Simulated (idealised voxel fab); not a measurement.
The process module presented herein is designated voxel plated lines.
It is cross-section cut that appears here, measuring 210 nm in width, its square cells being 5 nm in size.
For the purposes of this document, a cross-section shall be understood as a grid of square cells, specified as bands listed in top-to-bottom order, each band consisting of one or more rows of cells.
It is stipulated that each band's entry specify, in nanometres, the height of the top of the band and then that of its bottom, followed by the materials of the band in left-to-right sequence, each together with its width in nanometres. A single material marked by the word "throughout" is understood to fill the band from edge to edge; the word "air" is understood to denote empty space.
A quick word on heights: they are counted from 0, and under that level the wafer as it came to us is one material throughout. The lowest band is different from the rest in having no bottom; it simply continues downward, written as in "top 0, no bottom".
Quick explanation for "30 to 40": the width changes in equal steps down the rows of cells, from the first number in the band's top row to the second number in its bottom row.
Any step labelled "identical to before" changed none of the cells in the cross-section.
Entry "Completely enclosed voids" = empty spaces >= 8 cells with no open way to the top; each as width x height at distance, distance from left edge, all nm.
That trailing text on a step's line, after the settings, is the simulator's own remark on the step.
The optional step-line setting "overlay nm" applies to steps with a mask and quantifies how far to the right of its planned location the mask lay, a negative value indicating leftward placement.
PROCESS STEPS - PLAN
1) RECEIVE with material Si
2) CONFORMAL_DEP with material Al2O3, thk nm 10
3) DIRECTIONAL_DEP with material TiN, thk nm 5
4) PATTERN with tone open, mask id LINES, material resist, width nm 25, pitch nm 40, thk nm 40, overlay nm 0
5) EPI with material Ru, thk nm 10
6) EPI with material Ru, thk nm 10
7) EPI with material Ru, thk nm 10
8) STRIP with etch materials resist
9) DIRECTIONAL_ETCH with etch materials TiN, depth nm 5
10) CONFORMAL_DEP with material SiN, thk nm 10
THE FIRST OF TWO WAFERS, RUN AS PLANNED
AS RECEIVED, AFTER STEP 1
    top 0, no bottom  Si throughout
    Completely enclosed voids: none
UPON COMPLETION OF STEP 2, THE WAFER APPEARS IN CROSS-SECTION AS SHOWN
    top 10, bottom 0  Al2O3 throughout
    Anything lower than 0 is untouched.
UPON COMPLETION OF STEP 3, THE WAFER APPEARS IN CROSS-SECTION AS SHOWN
    top 15, bottom 10  TiN throughout
    Anything lower than 10 is untouched.
UPON COMPLETION OF STEP 4, THE WAFER APPEARS IN CROSS-SECTION AS SHOWN
    top 55, bottom 15  resist: 70, then air: 25, then resist: 15, then air: 25, then resist: 75
    Anything lower than 15 is untouched.
UPON COMPLETION OF STEP 5, THE WAFER APPEARS IN CROSS-SECTION AS SHOWN
    top 55, bottom 25  resist: 70, then air: 25, then resist: 15, then air: 25, then resist: 75
    top 25, bottom 15  resist: 70, then Ru: 25, then resist: 15, then Ru: 25, then resist: 75
    Anything lower than 15 is untouched.
UPON COMPLETION OF STEP 6, THE WAFER APPEARS IN CROSS-SECTION AS SHOWN
    top 55, bottom 35  resist: 70, then air: 25, then resist: 15, then air: 25, then resist: 75
    top 35, bottom 15  resist: 70, then Ru: 25, then resist: 15, then Ru: 25, then resist: 75
    Anything lower than 15 is untouched.
UPON COMPLETION OF STEP 7, THE WAFER APPEARS IN CROSS-SECTION AS SHOWN
    top 55, bottom 45  resist: 70, then air: 25, then resist: 15, then air: 25, then resist: 75
    top 45, bottom 15  resist: 70, then Ru: 25, then resist: 15, then Ru: 25, then resist: 75
    Anything lower than 15 is untouched.
UPON COMPLETION OF STEP 8, THE WAFER APPEARS IN CROSS-SECTION AS SHOWN
    top 45, bottom 15  air: 70, then Ru: 25, then air: 15, then Ru: 25, then air: 75
    Anything lower than 15 is untouched.
UPON COMPLETION OF STEP 9, THE WAFER APPEARS IN CROSS-SECTION AS SHOWN
    top 45, bottom 15  air: 70, then Ru: 25, then air: 15, then Ru: 25, then air: 75
    top 15, bottom 10  air: 70, then TiN: 25, then air: 15, then TiN: 25, then air: 75
    Anything lower than 10 is untouched.
UPON COMPLETION OF STEP 10, THE WAFER APPEARS IN CROSS-SECTION AS SHOWN
    top 55, bottom 45  air: 60, then SiN: 85, then air: 65
    top 45, bottom 20  air: 60, then SiN: 10, then Ru: 25, then SiN: 15, then Ru: 25, then SiN: 10, then air: 65
    top 20, bottom 15  SiN: 70, then Ru: 25, then SiN: 15, then Ru: 25, then SiN: 75
    top 15, bottom 10  SiN: 70, then TiN: 25, then SiN: 15, then TiN: 25, then SiN: 75
    Anything lower than 10 is untouched.
WAFER TWO OF THE PAIR: SAME ORIGIN, SAME PLAN, ONE ERROR DURING THE RUN; IDENTICAL TO WAFER ONE UP TO AND INCLUDING STEP 1
HERE IS THE SECOND WAFER IN CROSS-SECTION AT THE POINT WHERE STEP 2 OF THE PLAN SHOULD HAVE BEEN DONE
    top 5, bottom 0  TiN throughout
    Anything lower than 0 is untouched.
HERE IS THE SECOND WAFER IN CROSS-SECTION AT THE POINT WHERE STEP 3 OF THE PLAN SHOULD HAVE BEEN DONE
    top 15, bottom 5  Al2O3 throughout
    Anything lower than 5 is untouched.
HERE IS THE SECOND WAFER IN CROSS-SECTION AT THE POINT WHERE STEP 4 OF THE PLAN SHOULD HAVE BEEN DONE
    top 55, bottom 15  resist: 70, then air: 25, then resist: 15, then air: 25, then resist: 75
    Anything lower than 15 is untouched.
Here is the second wafer in cross-section at the point where step 5 of the plan should have been done: identical to before
Here is the second wafer in cross-section at the point where step 6 of the plan should have been done: identical to before
Here is the second wafer in cross-section at the point where step 7 of the plan should have been done: identical to before
HERE IS THE SECOND WAFER IN CROSS-SECTION AT THE POINT WHERE STEP 8 OF THE PLAN SHOULD HAVE BEEN DONE
    top 15, bottom 5  Al2O3 throughout
    Anything lower than 5 is untouched.
Here is the second wafer in cross-section at the point where step 9 of the plan should have been done: identical to before
HERE IS THE SECOND WAFER IN CROSS-SECTION AT THE POINT WHERE STEP 10 OF THE PLAN SHOULD HAVE BEEN DONE
    top 25, bottom 15  SiN throughout
    Anything lower than 15 is untouched.
what went wrong: it was found that steps 2 and 3 of the process plan had been performed in exchanged positions
Looking at both finished wafers in cells, the second ends up ahead of or behind the first on some materials: -60 Ru, -49 SiN, +32 TiN
